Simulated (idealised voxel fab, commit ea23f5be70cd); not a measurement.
You're looking at the process module voxel capacitor over wiring.
The cross-section shown here is cut; it is 280 nm wide and divided into square cells measuring 5 nm on a side.
We lay out every cross-section as a grid of square cells and spell it out in bands from the top down, where one band means one or more rows of cells. Heights first: top, then bottom, in nm. Then materials, left to right, each with a width in nm. "edge to edge" on a single material: fills the band edge to edge. "air": empty space. For the purposes of this specification, 0 denotes the height below which the wafer in its as-received condition is composed wholly of one material, and the lowermost band, lacking a lower limit, extends downward without end, as expressed in "0 and below". Width spec "30..40" -> top row of cells at first value, bottom row at second value, equal per-row change in between. "remained the same", as given for a step, is the statement that not any cell of the cross-section underwent a change during that step. "Enclosed internal cavities" means: voids of 8 cells or more that are shut off from the top with no open way through. Written width x height at distance, distance from the left edge, in nm. Post-settings text on a step line: simulator's own remark regarding the step. overlay nm: where the mask lay relative to plan, measured to the right, on steps with a mask; negatives go left.

### plan
| 1 | RECEIVE with material Si |
| 2 | CONFORMAL_DEP with material SiO2, thk nm 15 |
| 3 | CONFORMAL_DEP with material SiCN, thk nm 5 |
| 4 | DIRECTIONAL_DEP with material lowk, thk nm 25 |
| 5 | PATTERN with tone open, mask id METAL_1, material resist, width nm 20, pitch nm 90, thk nm 15, overlay nm 0 |
| 6 | DIRECTIONAL_ETCH with etch materials lowk, depth nm 25 |
| 7 | DIRECTIONAL_ETCH with etch materials SiCN, depth nm 5 |
| 8 | STRIP with etch materials resist |
| 9 | CONFORMAL_DEP with material TiN, thk nm 5 |
| 10 | FILL_DEP with material W, thk nm 5 |
| 11 | CMP with height nm 45 |
| 12 | EPI with material Ru, thk nm 5 |
| 13 | FILL_DEP with material SiCN, thk nm 5 |
| 14 | DIRECTIONAL_DEP with material SiO2, thk nm 20 |
| 15 | MASKED_ETCH with tone open, mask id PLUG_1, width nm 15, etch materials SiO2, depth nm 20, overlay nm 0 |
| 16 | MASKED_ETCH with tone open, mask id PLUG_1, width nm 15, etch materials SiCN, depth nm 5, overlay nm 0 |
| 17 | CONFORMAL_DEP with material TiN, thk nm 5 |
| 18 | FILL_DEP with material W, thk nm 10 |
| 19 | CMP with height nm 75 |
| 20 | DIRECTIONAL_DEP with material TiN, thk nm 5 |
| 21 | DIRECTIONAL_DEP with material SiN, thk nm 5 |
| 22 | DIRECTIONAL_DEP with material TiN, thk nm 5 |
| 23 | MASKED_ETCH with tone cover, mask id UPPER_PLATE, width nm 75, etch materials TiN, depth nm 5, overlay nm 0 |
| 24 | MASKED_ETCH with tone cover, mask id UPPER_PLATE, width nm 75, etch materials SiN, depth nm 5, overlay nm 0 |
| 25 | MASKED_ETCH with tone cover, mask id LOWER_PLATE, width nm 85, etch materials TiN, depth nm 5, overlay nm 0 |
| 26 | FILL_DEP with material SiO2, thk nm 20 |
| 27 | CMP with height nm 105 |
| 28 | PATTERN with tone open, mask id PLUG_2, material resist, width nm 15, thk nm 15, overlay nm 0 |
| 29 | DIRECTIONAL_ETCH with etch materials SiO2, depth nm 15 |
| 30 | STRIP with etch materials resist |
| 31 | CONFORMAL_DEP with material TiN, thk nm 5 |
| 32 | FILL_DEP with material W, thk nm 10 |
| 33 | CMP with height nm 105 |
| 34 | CONFORMAL_DEP with material SiN, thk nm 5 |

### Received-state cross-section, reflecting completion of step 1
    0 and below | Si edge to edge
    Enclosed internal cavities: none

### The first of two wafers, cross-sectioned at the end of the module, with the run proceeding as planned
    110 down to 105 | SiN edge to edge
    105 down to 95 | SiO2 100 | TiN 5 | W 5 | TiN 5 | SiO2 165
    95 down to 85 | SiO2 100..90 | TiN 15..75 | SiO2 165..115
    85 down to 80 | SiO2 90 | SiN 75 | SiO2 115
    80 down to 75 | SiO2 85 | TiN 85 | SiO2 110
    75 down to 55 | SiO2 90 | TiN 5 | W 5 | TiN 5 | SiO2 175
    55 down to 50 | SiCN 90 | TiN 15 | SiCN 175
    50 down to 45 | SiCN 80 | Ru 30 | SiCN 60 | Ru 30 | SiCN 80
    45 down to 20 | lowk 85 | TiN 5 | W 10 | TiN 5 | lowk 70 | TiN 5 | W 10 | TiN 5 | lowk 85
    20 down to 15 | SiCN 85 | TiN 20 | SiCN 70 | TiN 20 | SiCN 85
    15 down to 0 | SiO2 edge to edge
    0 and below | Si edge to edge
    Enclosed internal cavities: none

### What the second wafer looks like in cross-section once the module is done. Its start and its plan matched the first wafer's exactly; what differed was one mistake in how it was run
    110 down to 105 | SiN edge to edge
    105 down to 95 | SiO2 100 | TiN 5 | W 5 | TiN 5 | SiO2 165
    95 down to 90 | SiO2 100 | TiN 15 | SiO2 165
    90 down to 85 | SiO2 85 | TiN 5 | SiO2 75 | TiN 5 | SiO2 110
    85 down to 80 | SiN edge to edge
    80 down to 75 | TiN edge to edge
    75 down to 55 | SiO2 90 | TiN 5 | W 5 | TiN 5 | SiO2 175
    55 down to 50 | SiCN 90 | TiN 15 | SiCN 175
    50 down to 45 | SiCN 80 | Ru 30 | SiCN 60 | Ru 30 | SiCN 80
    45 down to 20 | lowk 85 | TiN 5 | W 10 | TiN 5 | lowk 70 | TiN 5 | W 10 | TiN 5 | lowk 85
    20 down to 15 | SiCN 85 | TiN 20 | SiCN 70 | TiN 20 | SiCN 85
    15 down to 0 | SiO2 edge to edge
    0 and below | Si edge to edge
    Enclosed internal cavities: none
Heads up, the wafer didn't run the way we planned it: contrary to plan, step 23 was performed as MASKED_ETCH with tone open, mask id UPPER_PLATE, width nm 75, etch materials TiN, depth nm 5, overlay nm 0
It is noted that, at the conclusion of processing, the second wafer exhibits a higher or lower cell count for certain materials relative to the first: SiN: 41 more, SiO2: 67 fewer, TiN: 26 more
